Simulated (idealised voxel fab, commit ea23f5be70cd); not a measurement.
You're looking at the process module voxel wiring stack.
The cross-section on display is named cut; it measures 155 nm wide, and its cells are 5 nm squares.
Format of a cross-section: grid, square cells. Given as bands. Order: top down. Band: one or more rows of cells.
Band: top and bottom heights (nm) first, top before bottom; then materials from left to right, widths in nm. "edge to edge" marks a sole material filling the band edge to edge. "air" denotes empty space.
Heights from 0 (as-received wafer is one material below). Bottom band endless downward, as "z 0 and below".
Per-row width for "30..40": begins at first number (top row of band), ends at second number (bottom row), increment between rows held constant.
"nothing got changed" after a step means that no cell of the cross-section changed.
You'll see "Enclosed cavities" listing empty spaces that have no way open to the top, as long as they're 8 cells or more; the notation is width x height at distance, where the distance is from the left edge, and all of it is in nm.
It should be noted that, on the line of a given step, the content following the step's settings is a remark produced by the simulator itself with respect to that step.
overlay nm: mask right of planned place by this much (step with mask). Neg. = left.
### The process steps that were planned are listed below
1) RECEIVE, material Si
2) CONFORMAL_DEP, material SiO2, thk nm 15
3) DIRECTIONAL_DEP, material TiN, thk nm 5
4) DIRECTIONAL_DEP, material Ru, thk nm 20
5) PATTERN, tone cover, mask id METAL_1, material resist, width nm 20, pitch nm 35, thk nm 15, overlay nm 0
6) DIRECTIONAL_ETCH, etch materials Ru, depth nm 20
7) DIRECTIONAL_ETCH, etch materials TiN, depth nm 5
8) STRIP, etch materials resist
9) CONFORMAL_DEP, material SiN, thk nm 5
10) FILL_DEP, material SiO2, thk nm 5
11) CMP, height nm 40
12) CONFORMAL_DEP, material SiCN, thk nm 5
13) DIRECTIONAL_DEP, material SiO2, thk nm 10
14) PATTERN, tone open, mask id PLUG_1, material resist, width nm 15, pitch nm 70, thk nm 15, overlay nm 0
15) DIRECTIONAL_ETCH, etch materials SiO2, depth nm 10
16) DIRECTIONAL_ETCH, etch materials SiCN, depth nm 5
17) STRIP, etch materials resist
18) CONFORMAL_DEP, material TiN, thk nm 5
19) FILL_DEP, material Cu, thk nm 5
20) CMP, height nm 55
21) CONFORMAL_DEP, material SiN, thk nm 5
22) DIRECTIONAL_DEP, material lowk, thk nm 25
23) DIRECTIONAL_DEP, material aC, thk nm 15
24) PATTERN, tone open, mask id METAL_2, material resist, width nm 20, pitch nm 35, thk nm 30, overlay nm 0
25) DIRECTIONAL_ETCH, etch materials aC, depth nm 15
26) STRIP, etch materials resist
27) DIRECTIONAL_ETCH, etch materials lowk, depth nm 25
28) DIRECTIONAL_ETCH, etch materials SiN, depth nm 5
29) STRIP, etch materials aC
30) CONFORMAL_DEP, material TiN, thk nm 5
31) FILL_DEP, material Cu, thk nm 10
32) CMP, height nm 85
33) EPI, material Ru, thk nm 5
34) FILL_DEP, material SiCN, thk nm 5
35) DIRECTIONAL_DEP, material SiO2, thk nm 20
36) PATTERN, tone open, mask id PLUG_2, material resist, width nm 15, pitch nm 35, thk nm 15, overlay nm 0
37) DIRECTIONAL_ETCH, etch materials SiO2, depth nm 20
38) DIRECTIONAL_ETCH, etch materials SiCN, depth nm 5
39) STRIP, etch materials resist
40) EPI, material Ru, thk nm 10
41) EPI, material Ru, thk nm 10
42) EPI, material Ru, thk nm 5
43) CONFORMAL_DEP, material SiN, thk nm 5
44) DIRECTIONAL_DEP, material lowk, thk nm 15
45) MASKED_ETCH, tone open, mask id METAL_3, width nm 20, pitch nm 35, etch materials lowk, depth nm 15, overlay nm 0
46) MASKED_ETCH, tone open, mask id METAL_3, width nm 20, pitch nm 35, etch materials SiN, depth nm 5, overlay nm 0
47) CONFORMAL_DEP, material TiN, thk nm 5
48) FILL_DEP, material Cu, thk nm 5
49) CMP, height nm 135
50) CONFORMAL_DEP, material SiN, thk nm 5
### Cross-sectional view of the wafer in its as-received condition, corresponding to the state after step 1
> z 0 and below | Si edge to edge
> Enclosed cavities: none
### First of two wafers, end-of-module section, run followed plan
> z 140 to 135 | SiN edge to edge
> z 135 to 120 | lowk 30, TiN 5, Cu 10, TiN 5, lowk 15, TiN 5, Cu 10, TiN 5, lowk 15, TiN 5, Cu 10, TiN 5, lowk 35
> z 120 to 115 | SiN 30, TiN 20, SiN 15, TiN 20, SiN 15, TiN 20, SiN 35
> z 115 to 95 | SiO2 30, Ru 15, SiO2 20, Ru 15, SiO2 20, Ru 15, SiO2 40
> z 95 to 85 | SiCN 30..25, Ru 15..30, SiCN 20..5, Ru 15..30, SiCN 20..5, Ru 15..30, SiCN 40..30
> z 85 to 60 | lowk 30, TiN 5, Cu 10, TiN 5, lowk 15, TiN 5, Cu 10, TiN 5, lowk 15, TiN 5, Cu 10, TiN 5, lowk 35
> z 60 to 55 | SiN 30, TiN 20, SiN 15, TiN 20, SiN 15, TiN 20, SiN 35
> z 55 to 45 | SiO2 30, TiN 5, Cu 5, TiN 5, SiO2 55, TiN 5, Cu 5, TiN 5, SiO2 40
> z 45 to 40 | SiCN 30, TiN 15, SiCN 55, TiN 15, SiCN 40
> z 40 to 20 | SiO2 25, SiN 5, Ru 20, SiN 5, SiO2 5, SiN 5, Ru 20, SiN 5, SiO2 5, SiN 5, Ru 20, SiN 5, SiO2 30
> z 20 to 15 | SiN 30, TiN 20, SiN 15, TiN 20, SiN 15, TiN 20, SiN 35
> z 15 to 0 | SiO2 edge to edge
> z 0 and below | Si edge to edge
> Enclosed cavities: none
### Now the second wafer, cross-sectioned at the end of the module. Nothing different at the start, nothing different in the plan compared with the first, just one mistake when it was actually run
> z 140 to 135 | SiN edge to edge
> z 135 to 120 | lowk 30, TiN 5, Cu 10, TiN 5, lowk 15, TiN 5, Cu 10, TiN 5, lowk 15, TiN 5, Cu 10, TiN 5, lowk 35
> z 120 to 115 | SiN 30, TiN 20, SiN 15, TiN 20, SiN 15, TiN 20, SiN 35
> z 115 to 95 | SiO2 30, Ru 15, SiO2 20, Ru 15, SiO2 20, Ru 15, SiO2 40
> z 95 to 85 | SiCN 30..25, Ru 15..30, SiCN 20..5, Ru 15..30, SiCN 20..5, Ru 15..30, SiCN 40..30
> z 85 to 80 | SiN 30, TiN 20, SiN 15, TiN 20, SiN 15, TiN 20, SiN 35
> z 80 to 55 | lowk edge to edge
> z 55 to 45 | SiO2 30, TiN 5, Cu 5, TiN 5, SiO2 55, TiN 5, Cu 5, TiN 5, SiO2 40
> z 45 to 40 | SiCN 30, TiN 15, SiCN 55, TiN 15, SiCN 40
> z 40 to 20 | SiO2 25, SiN 5, Ru 20, SiN 5, SiO2 5, SiN 5, Ru 20, SiN 5, SiO2 5, SiN 5, Ru 20, SiN 5, SiO2 30
> z 20 to 15 | SiN 30, TiN 20, SiN 15, TiN 20, SiN 15, TiN 20, SiN 35
> z 15 to 0 | SiO2 edge to edge
> z 0 and below | Si edge to edge
> Enclosed cavities: none
Heads up, the wafer didn't run the way we planned it: it was found that steps 21 and 22 of the process plan had been performed in exchanged positions
Final comparison by cell count, materials where the second wafer has more or fewer than the first: 30 fewer of Cu; 30 fewer of TiN; 60 more of lowk
